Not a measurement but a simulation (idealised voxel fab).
process module | voxel tone inversion
cross-section cut | 240 nm wide | cells 5 nm
A cross-section is a grid of square cells, given in bands from the top down. A band is one or more rows of cells.
Each band's line starts with the height of the band's top and of its bottom, in nm. Then come its materials from left to right, each with its width in nm. One material with "throughout" fills the band from edge to edge. "air" is empty space.
Height 0 is the level under which the wafer as received is all one material. The lowest band goes on downwards, as in "0 down".
A width such as "30 to 40" changes by the same amount from each row of cells to the next, from the band's top row to its bottom row.
"no change" after a step means that no cell of the cross-section changed.
closed voids: empty space of 8 cells or more with no open way to the top, each as width x height at its distance from the left edge, in nm
after a step's settings: what the simulator itself notes on the step
overlay nm, on a step with a mask: how far to the right of its planned place the mask lay; to the left if negative
plan
1 op RECEIVE | material Si
2 op CONFORMAL_DEP | material SiN | thk nm 10
3 op DIRECTIONAL_DEP | material aC | thk nm 25
4 op PATTERN | tone cover | mask id POSTS | material resist | width nm 20 | pitch nm 50 | thk nm 35 | overlay nm 0
5 op DIRECTIONAL_ETCH | etch materials aC | depth nm 25
6 op STRIP | etch materials resist
7 op FILL_DEP | material lowk | thk nm 5
8 op CMP | height nm 35
9 op STRIP | etch materials aC
10 op CONFORMAL_DEP | material TiN | thk nm 5
11 op FILL_DEP | material Ru | thk nm 10
12 op CMP | height nm 35
13 op CONFORMAL_DEP | material SiN | thk nm 5
as received, after step 1
  0 down: Si throughout
  closed voids: none
a wafer at the end: this start, this plan, one mistake
  55 to 50: SiN throughout
  50 to 40: Ru throughout
  40 to 35: TiN 40 | Ru 10 | TiN 40 | Ru 10 | TiN 40 | Ru 10 | TiN 40 | Ru 10 | TiN 40
  35 to 15: lowk 35 | TiN 5 | Ru 10 | TiN 5 | lowk 30 | TiN 5 | Ru 10 | TiN 5 | lowk 30 | TiN 5 | Ru 10 | TiN 5 | lowk 30 | TiN 5 | Ru 10 | TiN 5 | lowk 35
  15 to 10: lowk 35 | TiN 20 | lowk 30 | TiN 20 | lowk 30 | TiN 20 | lowk 30 | TiN 20 | lowk 35
  10 to 0: SiN throughout
  0 down: Si throughout
  closed voids: none
what went wrong: step 12 was left out
